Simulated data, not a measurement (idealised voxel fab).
process module | voxel self aligned contacts
cross-section cut | 165 nm wide | cells 5 nm
A cross-section is a grid of square cells, given in bands from the top down. A band is one or more rows of cells.
Each band's line starts with the height of the band's top and of its bottom, in nm. Then come its materials from left to right, each with its width in nm. One material with "throughout" fills the band from edge to edge. "air" is empty space.
Height 0 is the level under which the wafer as received is all one material. The lowest band goes on downwards, as in "0 down".
A width such as "30 to 40" changes by the same amount from each row of cells to the next, from the band's top row to its bottom row.
"no change" after a step means that no cell of the cross-section changed.
closed voids: empty space of 8 cells or more with no open way to the top, each as width x height at its distance from the left edge, in nm
after a step's settings: what the simulator itself notes on the step
overlay nm, on a step with a mask: how far to the right of its planned place the mask lay; to the left if negative
plan
1 op RECEIVE | material Si
2 op OXIDIZE | depth nm 5
3 op DIRECTIONAL_DEP | material polySi | thk nm 30
4 op DIRECTIONAL_DEP | material SiN | thk nm 20
5 op DIRECTIONAL_DEP | material aC | thk nm 15
6 op PATTERN | tone cover | mask id GATE | material resist | width nm 35 | pitch nm 70 | thk nm 30 | overlay nm 0
7 op DIRECTIONAL_ETCH | etch materials aC | depth nm 15
8 op STRIP | etch materials resist
9 op DIRECTIONAL_ETCH | etch materials SiN | depth nm 20
10 op DIRECTIONAL_ETCH | etch materials polySi | depth nm 30
11 op STRIP | etch materials aC
12 op CONFORMAL_DEP | material SiN | thk nm 10
13 op DIRECTIONAL_ETCH | etch materials SiN | depth nm 10
14 op FILL_DEP | material SiO2 | thk nm 15
15 op CMP | height nm 60
16 op DIRECTIONAL_DEP | material aC | thk nm 15
17 op PATTERN | tone open | mask id CONTACT | material resist | width nm 45 | thk nm 30 | overlay nm 0
18 op DIRECTIONAL_ETCH | etch materials aC | depth nm 15
19 op STRIP | etch materials resist
20 op DIRECTIONAL_ETCH | etch materials SiO2 | depth nm 65
21 op STRIP | etch materials aC
22 op CONFORMAL_DEP | material TiN | thk nm 5
23 op FILL_DEP | material Ru | thk nm 10
24 op CMP | height nm 60
25 op CONFORMAL_DEP | material SiCN | thk nm 5
first wafer, as planned
as received, after step 1
  0 down: Si throughout
  closed voids: none
after step 2
  0 to -5: SiO2 throughout
  below -5: unchanged
after step 3
  30 to 0: polySi throughout
  below 0: unchanged
after step 4
  50 to 30: SiN throughout
  below 30: unchanged
after step 5
  65 to 50: aC throughout
  below 50: unchanged
after step 6
  95 to 65: air 30 | resist 35 | air 35 | resist 35 | air 30
  below 65: unchanged
after step 7
  80 to 65: air 30 | resist 35 | air 35 | resist 35 | air 30
  65 to 50: air 30 | aC 35 | air 35 | aC 35 | air 30
  below 50: unchanged
after step 8
  65 to 50: air 30 | aC 35 | air 35 | aC 35 | air 30
  below 50: unchanged
after step 9
  65 to 50: air 30 | aC 35 | air 35 | aC 35 | air 30
  50 to 30: air 30 | SiN 35 | air 35 | SiN 35 | air 30
  below 30: unchanged
after step 10
  65 to 50: air 30 | aC 35 | air 35 | aC 35 | air 30
  50 to 30: air 30 | SiN 35 | air 35 | SiN 35 | air 30
  30 to 0: air 30 | polySi 35 | air 35 | polySi 35 | air 30
  below 0: unchanged
after step 11
  50 to 30: air 30 | SiN 35 | air 35 | SiN 35 | air 30
  below 30: unchanged
after step 12
  60 to 30: air 20 | SiN 55 | air 15 | SiN 55 | air 20
  30 to 10: air 20 | SiN 10 | polySi 35 | SiN 10 | air 15 | SiN 10 | polySi 35 | SiN 10 | air 20
  10 to 0: SiN 30 | polySi 35 | SiN 35 | polySi 35 | SiN 30
  below 0: unchanged
after step 13
  50 to 30: air 20 | SiN 55 | air 15 | SiN 55 | air 20
  30 to 0: air 20 | SiN 10 | polySi 35 | SiN 10 | air 15 | SiN 10 | polySi 35 | SiN 10 | air 20
  below 0: unchanged
after step 14
  65 to 50: SiO2 throughout
  50 to 30: SiO2 20 | SiN 55 | SiO2 15 | SiN 55 | SiO2 20
  30 to 0: SiO2 20 | SiN 10 | polySi 35 | SiN 10 | SiO2 15 | SiN 10 | polySi 35 | SiN 10 | SiO2 20
  below 0: unchanged
after step 15
  60 to 50: SiO2 throughout
  below 50: unchanged
after step 16
  75 to 60: aC throughout
  below 60: unchanged
after step 17
  105 to 75: resist 60 | air 45 | resist 60
  below 75: unchanged
after step 18
  90 to 75: resist 60 | air 45 | resist 60
  75 to 60: aC 60 | air 45 | aC 60
  below 60: unchanged
after step 19
  75 to 60: aC 60 | air 45 | aC 60
  below 60: unchanged
after step 20
  75 to 60: aC 60 | air 45 | aC 60
  60 to 50: SiO2 60 | air 45 | SiO2 60
  50 to 30: SiO2 20 | SiN 55 | air 15 | SiN 55 | SiO2 20
  30 to 0: SiO2 20 | SiN 10 | polySi 35 | SiN 10 | air 15 | SiN 10 | polySi 35 | SiN 10 | SiO2 20
  0 to -5: SiO2 75 | air 15 | SiO2 75
  below -5: unchanged
after step 21
  60 to 50: SiO2 60 | air 45 | SiO2 60
  below 50: unchanged
after step 22
  65 to 60: TiN 65 | air 35 | TiN 65
  60 to 50: SiO2 60 | TiN 5 to 20 | air 35 to 5 | TiN 5 to 20 | SiO2 60
  50 to 30: SiO2 20 | SiN 55 | TiN 5 | air 5 | TiN 5 | SiN 55 | SiO2 20
  30 to 0: SiO2 20 | SiN 10 | polySi 35 | SiN 10 | TiN 5 | air 5 | TiN 5 | SiN 10 | polySi 35 | SiN 10 | SiO2 20
  0 to -5: SiO2 75 | TiN 15 | SiO2 75
  below -5: unchanged
after step 23
  75 to 65: Ru throughout
  65 to 60: TiN 65 | Ru 35 | TiN 65
  60 to 50: SiO2 60 | TiN 5 to 20 | Ru 35 to 5 | TiN 5 to 20 | SiO2 60
  50 to 30: SiO2 20 | SiN 55 | TiN 5 | Ru 5 | TiN 5 | SiN 55 | SiO2 20
  30 to 0: SiO2 20 | SiN 10 | polySi 35 | SiN 10 | TiN 5 | Ru 5 | TiN 5 | SiN 10 | polySi 35 | SiN 10 | SiO2 20
  below 0: unchanged
after step 24
  60 to 50: SiO2 60 | TiN 5 to 20 | Ru 35 to 5 | TiN 5 to 20 | SiO2 60
  below 50: unchanged
after step 25
  65 to 60: SiCN throughout
  below 60: unchanged
second wafer: like start, like plan, one mistake. Through step 8 it matches the first wafer
when step 9 should have ended
  65 to 50: air 30 | aC 35 | air 35 | aC 35 | air 30
  50 to 40: air 30 | SiN 35 | air 35 | SiN 35 | air 30
  below 40: unchanged
when step 10 should have ended: no change
when step 11 should have ended
  50 to 40: air 30 | SiN 35 | air 35 | SiN 35 | air 30
  below 40: unchanged
when step 12 should have ended
  60 to 50: air 20 | SiN 55 | air 15 | SiN 55 | air 20
  50 to 30: SiN throughout
  below 30: unchanged
when step 13 should have ended
  50 to 40: air 20 | SiN 55 | air 15 | SiN 55 | air 20
  below 40: unchanged
when step 14 should have ended
  65 to 50: SiO2 throughout
  50 to 40: SiO2 20 | SiN 55 | SiO2 15 | SiN 55 | SiO2 20
  below 40: unchanged
when step 15 should have ended
  60 to 50: SiO2 throughout
  below 50: unchanged
when step 16 should have ended
  75 to 60: aC throughout
  below 60: unchanged
when step 17 should have ended
  105 to 75: resist 60 | air 45 | resist 60
  below 75: unchanged
when step 18 should have ended
  90 to 75: resist 60 | air 45 | resist 60
  75 to 60: aC 60 | air 45 | aC 60
  below 60: unchanged
when step 19 should have ended
  75 to 60: aC 60 | air 45 | aC 60
  below 60: unchanged
when step 20 should have ended
  75 to 60: aC 60 | air 45 | aC 60
  60 to 50: SiO2 60 | air 45 | SiO2 60
  50 to 40: SiO2 20 | SiN 55 | air 15 | SiN 55 | SiO2 20
  below 40: unchanged
when step 21 should have ended
  60 to 50: SiO2 60 | air 45 | SiO2 60
  below 50: unchanged
when step 22 should have ended
  65 to 60: TiN 65 | air 35 | TiN 65
  60 to 50: SiO2 60 | TiN 5 to 20 | air 35 to 5 | TiN 5 to 20 | SiO2 60
  50 to 45: SiO2 20 | SiN 55 | TiN 5 | air 5 | TiN 5 | SiN 55 | SiO2 20
  45 to 40: SiO2 20 | SiN 55 | TiN 15 | SiN 55 | SiO2 20
  below 40: unchanged
when step 23 should have ended
  75 to 65: Ru throughout
  65 to 60: TiN 65 | Ru 35 | TiN 65
  60 to 50: SiO2 60 | TiN 5 to 20 | Ru 35 to 5 | TiN 5 to 20 | SiO2 60
  50 to 45: SiO2 20 | SiN 55 | TiN 5 | Ru 5 | TiN 5 | SiN 55 | SiO2 20
  below 45: unchanged
when step 24 should have ended
  60 to 50: SiO2 60 | TiN 5 to 20 | Ru 35 to 5 | TiN 5 to 20 | SiO2 60
  below 50: unchanged
when step 25 should have ended
  65 to 60: SiCN throughout
  below 60: unchanged
what went wrong: step 9 ran as: op DIRECTIONAL_ETCH | etch materials SiN | depth nm 10
at the end the second wafer has, in cells: 9 fewer of Ru | 26 fewer of SiN | 61 fewer of SiO2 | 18 fewer of TiN | 114 more of polySi
